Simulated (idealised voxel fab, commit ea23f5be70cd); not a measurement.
Title: Process Module voxel fin reveal
Each square cell in cross-section cut measures 5 nm, and the section as a whole is 205 nm wide.
How to read a cross-section here: the picture is a grid of square cells, written as bands going from the top down, and any band can span one or more rows of cells. Heads up on the band format: heights come first, top then bottom, in nm. After that it's the materials left to right, each with its width in nm. A single material flagged "everywhere" fills the whole band edge to edge, and "air" means there's empty space there. Heights are expressed relative to 0, this being the level below which the as-received wafer comprises one material exclusively. The lowest band is unbounded in the downward direction and is denoted as in "0 down". With a width like "30 to 40", each row of cells in the band differs from the next by the same amount, the top row carrying the first number and the bottom row the second. "nothing different" means the step left every cell of the cross-section as it was. Closed-off voids of 8+ cells (no open route to the top) go in "Sealed internal voids", written width x height at distance from the left edge, in nm. Post-settings text on a step line: simulator's own remark regarding the step. "overlay nm", when on a step's line for a step with a mask, measures how far to the right of its planned place the mask lay; a negative measure means to the left.

Process steps - plan
1: RECEIVE | material Si
2: CONFORMAL_DEP | material SiN | thk nm 5
3: DIRECTIONAL_DEP | material aC | thk nm 10
4: PATTERN | tone cover | mask id FINS | material resist | width nm 15 | pitch nm 45 | thk nm 30 | overlay nm 0
5: DIRECTIONAL_ETCH | etch materials aC | depth nm 10
6: STRIP | etch materials resist
7: DIRECTIONAL_ETCH | etch materials SiN | depth nm 5
8: DIRECTIONAL_ETCH | etch materials Si | depth nm 35
9: STRIP | etch materials aC
10: FILL_DEP | material SiO2 | thk nm 15
11: CMP | height nm 5
12: SELECTIVE_ETCH | etch materials SiO2 | depth nm 15
13: STRIP | etch materials SiN
14: CONFORMAL_DEP | material HfO2 | thk nm 5

Received-state cross-section, reflecting completion of step 1
  0 down: Si everywhere
  Sealed internal voids: none

Same starting wafer, same plan as above, one mistake in the execution; this is the cross-section at the end of the module
  5 to 0: air=45 / HfO2=25 / air=20 / HfO2=25 / air=20 / HfO2=25 / air=45
  0 to -5: air=45 / HfO2=5 / Si=15 / HfO2=5 / air=20 / HfO2=5 / Si=15 / HfO2=5 / air=20 / HfO2=5 / Si=15 / HfO2=5 / air=45
  -5 to -10: HfO2=40 / air=5 / HfO2=5 / Si=15 / HfO2=5 / air=20 / HfO2=5 / Si=15 / HfO2=5 / air=20 / HfO2=5 / Si=15 / HfO2=5 / air=5 / HfO2=40
  -10 to -15: SiO2=35 / HfO2=15 / Si=15 / HfO2=30 / Si=15 / HfO2=30 / Si=15 / HfO2=15 / SiO2=35
  -15 to -35: SiO2=50 / Si=15 / SiO2=30 / Si=15 / SiO2=30 / Si=15 / SiO2=50
  -35 down: Si everywhere
  Sealed internal voids: none
In executing the process, a mistake was made relative to the plan: steps 12 and 13 run out of order (swapped)
